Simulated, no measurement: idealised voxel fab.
Title: Process Module voxel ribs on slabs
FYI the section here is cut, 200 nm wide, cells are 5 nm squares.
Cross-section format: a grid of square cells, given as bands from top to bottom; each band is one or more rows of cells. First you get the band's top height and its bottom height, in nm, and then the materials it's made of, left to right, with each width in nm. If you see a single material with "throughout", that one covers the band edge to edge. "air" is empty space. Measure heights from 0. That's the level where, below it, the as-received wafer is all one material. The lowest band is bottomless and extends downward; write it as in "from 0 down". A width given as "30..40" starts at the first number in the band's top row and ends at the second number in its bottom row, shifting by an equal amount at every step from row to row. "nothing altered" -> step changed no cross-section cell. "Closed void inventory" means: voids of 8 cells or more that are shut off from the top with no open way through. Written width x height at distance, distance from the left edge, in nm. The remark found on a step's line after its settings is issued by the simulator itself and pertains to that step. The optional step-line setting "overlay nm" applies to steps with a mask and quantifies how far to the right of its planned location the mask lay, a negative value indicating leftward placement.

The planned process steps are enumerated hereunder
1) RECEIVE [material Si]
2) DIRECTIONAL_DEP [material SiO2] [thk nm 20]
3) DIRECTIONAL_DEP [material polySi] [thk nm 15]
4) DIRECTIONAL_DEP [material aC] [thk nm 10]
5) PATTERN [tone cover] [mask id RIB] [material resist] [width nm 30] [thk nm 30] [overlay nm 0]
6) DIRECTIONAL_ETCH [etch materials aC] [depth nm 10]
7) STRIP [etch materials resist]
8) DIRECTIONAL_ETCH [etch materials polySi] [depth nm 10]
9) STRIP [etch materials aC]
10) MASKED_ETCH [tone cover] [mask id SLAB] [width nm 60] [etch materials polySi] [depth nm 5] [overlay nm 0]
11) FILL_DEP [material SiO2] [thk nm 20]
12) CMP [height nm 45]
13) DIRECTIONAL_DEP [material TiN] [thk nm 10]
14) DIRECTIONAL_DEP [material aC] [thk nm 10]
15) PATTERN [tone cover] [mask id HEATER] [material resist] [width nm 40] [thk nm 30] [overlay nm -15]
16) DIRECTIONAL_ETCH [etch materials aC] [depth nm 10]
17) STRIP [etch materials resist]
18) DIRECTIONAL_ETCH [etch materials TiN] [depth nm 10]
19) STRIP [etch materials aC]
20) CONFORMAL_DEP [material SiO2] [thk nm 5]
Same starting wafers, different overlay nm at step 15. Plan value belongs to the first wafer.

The first of several wafers in cross-section, exactly as it reached us after step 1
- from 0 down  Si throughout
- Closed void inventory: none

The first of several wafers, seen in cross-section after the module's last step, step 20
- from 60 to 55  60 nm air, 50 nm SiO2, 90 nm air
- from 55 to 50  60 nm air, 5 nm SiO2, 40 nm TiN, 5 nm SiO2, 90 nm air
- from 50 to 45  65 nm SiO2, 40 nm TiN, 95 nm SiO2
- from 45 to 35  SiO2 throughout
- from 35 to 25  85 nm SiO2, 30 nm polySi, 85 nm SiO2
- from 25 to 20  70 nm SiO2, 60 nm polySi, 70 nm SiO2
- from 20 to 0  SiO2 throughout
- from 0 down  Si throughout
- Closed void inventory: none

Last wafer x-sec, end of module
- from 60 to 55  90 nm air, 50 nm SiO2, 60 nm air
- from 55 to 50  90 nm air, 5 nm SiO2, 40 nm TiN, 5 nm SiO2, 60 nm air
- from 50 to 45  95 nm SiO2, 40 nm TiN, 65 nm SiO2
- from 45 to 35  SiO2 throughout
- from 35 to 25  85 nm SiO2, 30 nm polySi, 85 nm SiO2
- from 25 to 20  70 nm SiO2, 60 nm polySi, 70 nm SiO2
- from 20 to 0  SiO2 throughout
- from 0 down  Si throughout
- Closed void inventory: none

Where each wafer stands at the end of the module, a row apiece: cells of each material gained (+) or lost (-) since it was received, then closed voids
overlay nm -15, +380 SiO2, +16 TiN, +24 polySi, Closed void inventory: none
overlay nm -10, +380 SiO2, +16 TiN, +24 polySi, Closed void inventory: none
overlay nm -5, +380 SiO2, +16 TiN, +24 polySi, Closed void inventory: none
overlay nm 0, +380 SiO2, +16 TiN, +24 polySi, Closed void inventory: none
overlay nm 5, +380 SiO2, +16 TiN, +24 polySi, Closed void inventory: none
overlay nm 10, +380 SiO2, +16 TiN, +24 polySi, Closed void inventory: none
overlay nm 15, +380 SiO2, +16 TiN, +24 polySi, Closed void inventory: none
